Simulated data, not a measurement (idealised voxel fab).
Process module, titled voxel gate over fins
Square cells of 5 nm make up the cross-section cut, whose width is 155 nm.
Cross-section spec: square-cell grid; bands listed top down; each band is one or more rows. Look at the band entry: it leads with the top's height and the bottom's height in nm. Then it lists the materials left to right, with a width in nm for each. The word "everywhere" on a single material says that material fills the band edge to edge. The word "air" is empty space. Heights from 0 (as-received wafer is one material below). Bottom band endless downward, as "0 nm and below". The notation "30..40" denotes a width that varies across the rows of cells in the band, beginning at the first number in the top row, finishing at the second number in the bottom row, and changing by an identical amount from each row to the next. "everything unchanged" means the step left every cell of the cross-section as it was. The entry "Closed void register" lists the empty spaces that cover at least 8 cells and have no open path to the top. Each is written as width x height at distance, where the distance is measured from the left edge and all three values are in nm. Text after the settings on a step's line: the simulator's own remark on that step. overlay nm: step with mask; distance mask lay right of planned place; negative value = left of planned place.
Steps planned for the process:
1,RECEIVE,material Si
2,CONFORMAL_DEP,material SiN,thk nm 10
3,DIRECTIONAL_DEP,material aC,thk nm 15
4,PATTERN,tone cover,mask id FINS,material resist,width nm 15,pitch nm 50,thk nm 35,overlay nm -5
5,DIRECTIONAL_ETCH,etch materials aC,depth nm 15
6,STRIP,etch materials resist
7,DIRECTIONAL_ETCH,etch materials SiN,depth nm 10
8,DIRECTIONAL_ETCH,etch materials Si,depth nm 35
9,STRIP,etch materials aC
10,FILL_DEP,material SiO2,thk nm 5
11,CMP,height nm 10
12,DIRECTIONAL_DEP,material aC,thk nm 10
13,PATTERN,tone open,mask id RAIL,material resist,width nm 15,thk nm 30,overlay nm 0
14,DIRECTIONAL_ETCH,etch materials aC,depth nm 10
15,STRIP,etch materials resist
16,DIRECTIONAL_ETCH,etch materials SiO2,depth nm 40
17,STRIP,etch materials aC
18,CONFORMAL_DEP,material TiN,thk nm 5
19,FILL_DEP,material W,thk nm 5
20,CMP,height nm 10
21,SELECTIVE_ETCH,etch materials W Ru TiN,depth nm 25
22,FILL_DEP,material SiO2,thk nm 5
23,CMP,height nm 10
24,SELECTIVE_ETCH,etch materials SiO2,depth nm 20
25,STRIP,etch materials SiN
26,CONFORMAL_DEP,material HfO2,thk nm 5
27,CONFORMAL_DEP,material TiN,thk nm 5
28,FILL_DEP,material W,thk nm 15
29,CMP,height nm 20
30,CONFORMAL_DEP,material SiN,thk nm 10
The wafers in this document start out alike and differ in the overlay nm applied at step 4; the plan shows the value used for the first wafer.
First wafer of several, as received: cross-section after step 1:
    0 nm and below: Si everywhere
    Closed void register: none
The cross-section of the first of several wafers is given below for the end of the module, after its final step, step 30:
    30 nm to 20 nm: SiN everywhere
    20 nm to 10 nm: W everywhere
    10 nm to 5 nm: W: 5; TiN: 35; W: 15; TiN: 35; W: 15; TiN: 35; W: 15
    5 nm to 0 nm: W: 5; TiN: 5; HfO2: 25; TiN: 5; W: 15; TiN: 5; HfO2: 25; TiN: 5; W: 15; TiN: 5; HfO2: 25; TiN: 5; W: 15
    0 nm to -5 nm: TiN: 10; HfO2: 5; Si: 15; HfO2: 5; TiN: 25; HfO2: 5; Si: 15; HfO2: 5; TiN: 25; HfO2: 5; Si: 15; HfO2: 5; TiN: 20
    -5 nm to -10 nm: HfO2: 15; Si: 15; HfO2: 35; Si: 15; HfO2: 35; Si: 15; HfO2: 25
    -10 nm to -15 nm: SiO2: 15; Si: 15; SiO2: 35; Si: 15; SiO2: 35; Si: 15; SiO2: 25
    -15 nm to -25 nm: SiO2: 15; Si: 15; SiO2: 15; TiN: 5; W: 5; TiN: 5; SiO2: 5; Si: 15; SiO2: 35; Si: 15; SiO2: 25
    -25 nm to -30 nm: SiO2: 15; Si: 15; SiO2: 15; TiN: 15; SiO2: 5; Si: 15; SiO2: 35; Si: 15; SiO2: 25
    -30 nm to -35 nm: SiO2: 15; Si: 15; SiO2: 35; Si: 15; SiO2: 35; Si: 15; SiO2: 25
    -35 nm and below: Si everywhere
    Closed void register: none
Wafer cross-section (last wafer, module end):
    30 nm to 20 nm: SiN everywhere
    20 nm to 10 nm: W everywhere
    10 nm to 5 nm: W: 15; TiN: 35; W: 15; TiN: 35; W: 15; TiN: 35; W: 5
    5 nm to 0 nm: W: 15; TiN: 5; HfO2: 25; TiN: 5; W: 15; TiN: 5; HfO2: 25; TiN: 5; W: 15; TiN: 5; HfO2: 25; TiN: 5; W: 5
    0 nm to -5 nm: TiN: 20; HfO2: 5; Si: 15; HfO2: 5; TiN: 25; HfO2: 5; Si: 15; HfO2: 5; TiN: 25; HfO2: 5; Si: 15; HfO2: 5; TiN: 10
    -5 nm to -10 nm: HfO2: 25; Si: 15; HfO2: 35; Si: 15; HfO2: 35; Si: 15; HfO2: 15
    -10 nm to -15 nm: SiO2: 25; Si: 15; SiO2: 35; Si: 15; SiO2: 35; Si: 15; SiO2: 15
    -15 nm to -25 nm: SiO2: 25; Si: 15; SiO2: 5; TiN: 5; W: 5; TiN: 5; SiO2: 15; Si: 15; SiO2: 35; Si: 15; SiO2: 15
    -25 nm to -30 nm: SiO2: 25; Si: 15; SiO2: 5; TiN: 15; SiO2: 15; Si: 15; SiO2: 35; Si: 15; SiO2: 15
    -30 nm to -35 nm: SiO2: 25; Si: 15; SiO2: 35; Si: 15; SiO2: 35; Si: 15; SiO2: 15
    -35 nm and below: Si everywhere
    Closed void register: none
each wafer at the end: cells of each material gained (+) or lost (-) since it was received, then its closed voids:
overlay nm -5 | +43 HfO2 | -154 Si | +62 SiN | +101 SiO2 | +50 TiN | +84 W | Closed void register: none
overlay nm 0 | +43 HfO2 | -154 Si | +62 SiN | +101 SiO2 | +50 TiN | +84 W | Closed void register: none
overlay nm 5 | +43 HfO2 | -154 Si | +62 SiN | +101 SiO2 | +50 TiN | +84 W | Closed void register: none
